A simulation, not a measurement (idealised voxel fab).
The name of this process module is voxel self aligned contacts.
We display cut, a cross-section 160 nm in width whose square cells are each 5 nm.
How to read a cross-section here: the picture is a grid of square cells, written as bands going from the top down, and any band can span one or more rows of cells. Quick guide to a band line: top height, bottom height (nm) up front; then every material left to right with its width in nm. Only one material and it's marked "everywhere"? Then it fills the band edge to edge. And "air" just means empty space. Ref level 0: as-received wafer is one material below here. Bottom band extends down with no lower bound ("z 0 and below"). A two-number width, for instance "30->40", indicates that the width is equal to the first number in the top row of the band and to the second number in the bottom row, and that it changes by a constant amount per row of cells. The cross-section has no changed cell in any step marked "identical to before". Empty spaces counting at least 8 cells and having no open way to the top are listed in "Enclosed internal voids". The notation width x height at distance is used for each, the distance being from the left edge and all three values in nm. It should be noted that, on the line of a given step, the content following the step's settings is a remark produced by the simulator itself with respect to that step. On any step carrying a mask, the "overlay nm" setting, if present on the step's line, tells how far right of its planned place the mask lay; negative values point to the left.

### plan
| 1 | op RECEIVE | material Si |
| 2 | op CONFORMAL_DEP | material SiO2 | thk nm 5 |
| 3 | op DIRECTIONAL_DEP | material polySi | thk nm 20 |
| 4 | op DIRECTIONAL_DEP | material SiN | thk nm 20 |
| 5 | op MASKED_ETCH | tone cover | mask id GATE | width nm 30 | pitch nm 75 | etch materials SiN | depth nm 20 | overlay nm 0 |
| 6 | op MASKED_ETCH | tone cover | mask id GATE | width nm 30 | pitch nm 75 | etch materials polySi | depth nm 20 | overlay nm 0 |
| 7 | op CONFORMAL_DEP | material SiN | thk nm 10 |
| 8 | op DIRECTIONAL_ETCH | etch materials SiN | depth nm 10 |
| 9 | op FILL_DEP | material SiO2 | thk nm 15 |
| 10 | op CMP | height nm 50 |
| 11 | op PATTERN | tone open | mask id CONTACT | material resist | width nm 55 | thk nm 20 | overlay nm -15 |
| 12 | op DIRECTIONAL_ETCH | etch materials SiO2 | depth nm 50 |
| 13 | op STRIP | etch materials resist |
| 14 | op CONFORMAL_DEP | material TiN | thk nm 5 |
| 15 | op FILL_DEP | material W | thk nm 10 |
| 16 | op CMP | height nm 50 |
| 17 | op CONFORMAL_DEP | material SiN | thk nm 5 |
The value of overlay nm given for step 11 in the plan refers to the first wafer; the wafers vary in this setting and are alike at the start.

### This is how the first of several wafers looked in cross-section when it arrived, which is after step 1
- z 0 and below: Si everywhere
- Enclosed internal voids: none

### Depicted here is the first of several wafers in cross-section, at module completion following the last step, step 17
- z 55 to 50: SiN everywhere
- z 50 to 45: 35 of SiO2, 35 of TiN, 15 of W, 5 of TiN, 70 of SiO2
- z 45 to 25: 15 of SiO2, 50 of SiN, 5 of TiN, 15 of W, 5 of TiN, 50 of SiN, 20 of SiO2
- z 25 to 5: 15 of SiO2, 10 of SiN, 30 of polySi, 10 of SiN, 5 of TiN, 15 of W, 5 of TiN, 10 of SiN, 30 of polySi, 10 of SiN, 20 of SiO2
- z 5 to 0: 65 of SiO2, 25 of TiN, 70 of SiO2
- z 0 and below: Si everywhere
- Enclosed internal voids: none

### The final wafer, sectioned at module end
- z 55 to 50: SiN everywhere
- z 50 to 45: 65 of SiO2, 5 of TiN, 15 of W, 35 of TiN, 40 of SiO2
- z 45 to 25: 15 of SiO2, 50 of SiN, 5 of TiN, 15 of W, 5 of TiN, 50 of SiN, 20 of SiO2
- z 25 to 5: 15 of SiO2, 10 of SiN, 30 of polySi, 10 of SiN, 5 of TiN, 15 of W, 5 of TiN, 10 of SiN, 30 of polySi, 10 of SiN, 20 of SiO2
- z 5 to 0: 65 of SiO2, 25 of TiN, 70 of SiO2
- z 0 and below: Si everywhere
- Enclosed internal voids: none

### Quick key for the table: a row per wafer, taken at the end of the module. For each material it tells you how many cells the wafer gained (+) or lost (-) since it came in, and the closed voids come after
overlay nm -15; +144 SiN; +104 SiO2; +29 TiN; +27 W; +48 polySi; Enclosed internal voids: none
overlay nm -10; +144 SiN; +104 SiO2; +29 TiN; +27 W; +48 polySi; Enclosed internal voids: none
overlay nm -5; +144 SiN; +104 SiO2; +29 TiN; +27 W; +48 polySi; Enclosed internal voids: none
overlay nm 0; +144 SiN; +104 SiO2; +29 TiN; +27 W; +48 polySi; Enclosed internal voids: none
overlay nm 5; +144 SiN; +104 SiO2; +29 TiN; +27 W; +48 polySi; Enclosed internal voids: none
overlay nm 10; +144 SiN; +104 SiO2; +29 TiN; +27 W; +48 polySi; Enclosed internal voids: none
overlay nm 15; +144 SiN; +104 SiO2; +29 TiN; +27 W; +48 polySi; Enclosed internal voids: none
